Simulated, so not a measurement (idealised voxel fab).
Module name: voxel capacitor over wiring (process module)
Square cell edge 5 nm, section width 200 nm, ID cut.
Each cross-section below is a grid of square cells, stated as bands in top-down order, with one or more rows of cells making up each band.
For a band, the entry starts with two heights in nm, that of the top and then that of the bottom, and carries on with the band's materials in order from left to right, each alongside its width in nm; the word "all across" beside a single material means it fills the band edge to edge, and "blank" means empty space.
Height datum 0, below which the as-received substrate wafer is one material. Lowest band open at the bottom, running downward: "z 0 and below".
Top row gets the first number, bottom row gets the second, and each row in between changes by the same step: that is how a band width like "30 to 40" works.
Take "nothing changed" at face value: in the step it is given for, the cross-section changed in none of its cells.
Closed empty spaces (no open way to the top) of 8 cells or more are what "Sealed void listing" lists, each as width x height at distance from the left edge, nm for all three.
Read whatever lies past the settings on a step's line as the simulator's own remark about the step.
A step's line can hold "overlay nm"; with a mask on that step, the setting says how far right of the planned place the mask lay, while a negative setting says it lay to the left.
Intended process steps
1: RECEIVE: material Si
2: CONFORMAL_DEP: material SiO2, thk nm 15
3: CONFORMAL_DEP: material SiCN, thk nm 5
4: DIRECTIONAL_DEP: material lowk, thk nm 20
5: PATTERN: tone open, mask id METAL_1, material resist, width nm 30, pitch nm 80, thk nm 20, overlay nm 0
6: DIRECTIONAL_ETCH: etch materials lowk, depth nm 20
7: DIRECTIONAL_ETCH: etch materials SiCN, depth nm 5
8: STRIP: etch materials resist
9: CONFORMAL_DEP: material TiN, thk nm 5
10: FILL_DEP: material Cu, thk nm 5
11: CMP: height nm 40
12: CONFORMAL_DEP: material SiCN, thk nm 5
13: DIRECTIONAL_DEP: material lowk, thk nm 10
14: MASKED_ETCH: tone open, mask id PLUG_1, width nm 15, etch materials lowk, depth nm 10, overlay nm 0
15: MASKED_ETCH: tone open, mask id PLUG_1, width nm 15, etch materials SiCN, depth nm 5, overlay nm 0
16: EPI: material Ru, thk nm 10
17: EPI: material Ru, thk nm 5
18: DIRECTIONAL_DEP: material TiN, thk nm 10
19: DIRECTIONAL_DEP: material Al2O3, thk nm 5
20: DIRECTIONAL_DEP: material TiN, thk nm 5
21: PATTERN: tone cover, mask id UPPER_PLATE, material resist, width nm 55, thk nm 15, overlay nm 0
22: DIRECTIONAL_ETCH: etch materials TiN, depth nm 5
23: DIRECTIONAL_ETCH: etch materials Al2O3, depth nm 5
24: STRIP: etch materials resist
25: MASKED_ETCH: tone cover, mask id LOWER_PLATE, width nm 65, etch materials TiN, depth nm 10, overlay nm 0
26: FILL_DEP: material SiO2, thk nm 15
27: CMP: height nm 85
28: PATTERN: tone open, mask id PLUG_2, material resist, width nm 15, thk nm 15, overlay nm 0
29: DIRECTIONAL_ETCH: etch materials SiO2, depth nm 10
30: STRIP: etch materials resist
31: CONFORMAL_DEP: material TiN, thk nm 5
32: FILL_DEP: material W, thk nm 10
33: CMP: height nm 85
34: CONFORMAL_DEP: material SiN, thk nm 5
Wafer at receipt (post step 1), cross-section
> z 0 and below | Si all across
> Sealed void listing: none
End-of-module XS, first of two wafers, run as planned
> z 90 to 85 | SiN all across
> z 85 to 80 | 70 SiO2  5 TiN  5 W  5 TiN  115 SiO2
> z 80 to 70 | 70 to 60 SiO2  15 to 55 TiN  115 to 85 SiO2
> z 70 to 65 | 60 SiO2  55 Al2O3  85 SiO2
> z 65 to 55 | 55 SiO2  65 TiN  80 SiO2
> z 55 to 45 | 60 lowk  15 Ru  125 lowk
> z 45 to 40 | 60 SiCN  15 Ru  125 SiCN
> z 40 to 20 | 45 lowk  5 TiN  20 Cu  5 TiN  50 lowk  5 TiN  20 Cu  5 TiN  45 lowk
> z 20 to 15 | 45 SiCN  30 TiN  50 SiCN  30 TiN  45 SiCN
> z 15 to 0 | SiO2 all across
> z 0 and below | Si all across
> Sealed void listing: none
Cross-section, second wafer: same start as the first, same plan as the first, one mistake in running it; taken at the end of the module
> z 90 to 85 | SiN all across
> z 85 to 80 | 70 SiO2  5 TiN  10 W  5 TiN  110 SiO2
> z 80 to 70 | 70 to 60 SiO2  20 to 55 TiN  110 to 85 SiO2
> z 70 to 65 | 60 SiO2  55 Al2O3  85 SiO2
> z 65 to 55 | 55 SiO2  65 TiN  80 SiO2
> z 55 to 45 | 60 lowk  15 Ru  125 lowk
> z 45 to 40 | 60 SiCN  15 Ru  125 SiCN
> z 40 to 20 | 45 lowk  5 TiN  20 Cu  5 TiN  50 lowk  5 TiN  20 Cu  5 TiN  45 lowk
> z 20 to 15 | 45 SiCN  30 TiN  50 SiCN  30 TiN  45 SiCN
> z 15 to 0 | SiO2 all across
> z 0 and below | Si all across
> Sealed void listing: none
Deviation noted in wafer processing: step 28 was not run as planned; what actually ran was PATTERN: tone open, mask id PLUG_2, material resist, width nm 20, thk nm 15, overlay nm 0
Per the end-of-run cell counts, the second wafer holds more or fewer of some materials than the first: -2 SiO2 | +1 TiN | +1 W
